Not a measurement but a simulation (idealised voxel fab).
Process module heading - voxel released beams
The cross-section on display is named cut; it measures 220 nm wide, and its cells are 5 nm squares.
Cross-section format: a grid of square cells, given as bands from top to bottom; each band is one or more rows of cells.
It is stipulated that each band's entry specify, in nanometres, the height of the top of the band and then that of its bottom, followed by the materials of the band in left-to-right sequence, each together with its width in nanometres. A single material marked by the word "full width" is understood to fill the band from edge to edge; the word "blank" is understood to denote empty space.
It should be noted that heights are counted from 0, beneath which the wafer as supplied is of one material throughout, and that the lowest band possesses no lower boundary but continues downward, as written in "0..down".
Quick explanation for "30 to 40": the width changes in equal steps down the rows of cells, from the first number in the band's top row to the second number in its bottom row.
Where the words "remained unchanged" appear for a step, the cross-section shows no cell changed by that step; every cell remained as before.
Listed in "Encapsulated voids": every empty space of 8 or more cells without an open way to the top. Form: width x height at distance, the distance being from the left edge, all in nm.
On each step's line, the part that comes after the settings is the simulator's own comment on the step.
You can add "overlay nm" to a step's line. For a step with a mask, it describes how far the mask lay to the right of its planned position, and a negative number describes a lay to the left.

[The steps planned for the process are as follows]
1 RECEIVE,material Si
2 CONFORMAL_DEP,material SiN,thk nm 10
3 DIRECTIONAL_DEP,material SiO2,thk nm 5
4 MASKED_ETCH,tone open,mask id ANCHOR,width nm 35,etch materials SiO2,depth nm 10,overlay nm 0
5 CONFORMAL_DEP,material W,thk nm 10
6 DIRECTIONAL_DEP,material aC,thk nm 15
7 PATTERN,tone cover,mask id BEAM,material resist,width nm 110,thk nm 30,overlay nm 0
8 DIRECTIONAL_ETCH,etch materials aC,depth nm 15
9 STRIP,etch materials resist
10 DIRECTIONAL_ETCH,etch materials W,depth nm 10
11 STRIP,etch materials aC
12 STRIP,etch materials SiO2
The thk nm used in step 3 is not the same on every wafer, whereas the starting condition is; the value printed in the plan is the first wafer's.

[So this is the first of several wafers, cross-sectioned as it came to us, meaning it's at the end of step 1]
- 0..down: Si full width
- Encapsulated voids: none

[Where each wafer stands at the end of the module, a row apiece: cells of each material gained (+) or lost (-) since it was received, then closed voids]
thk nm 5, +88 SiN, +48 W, Encapsulated voids: none
thk nm 10, +88 SiN, +52 W, Encapsulated voids: none
thk nm 15, +88 SiN, Encapsulated voids: none
thk nm 20, +88 SiN, Encapsulated voids: none
thk nm 25, +88 SiN, Encapsulated voids: none
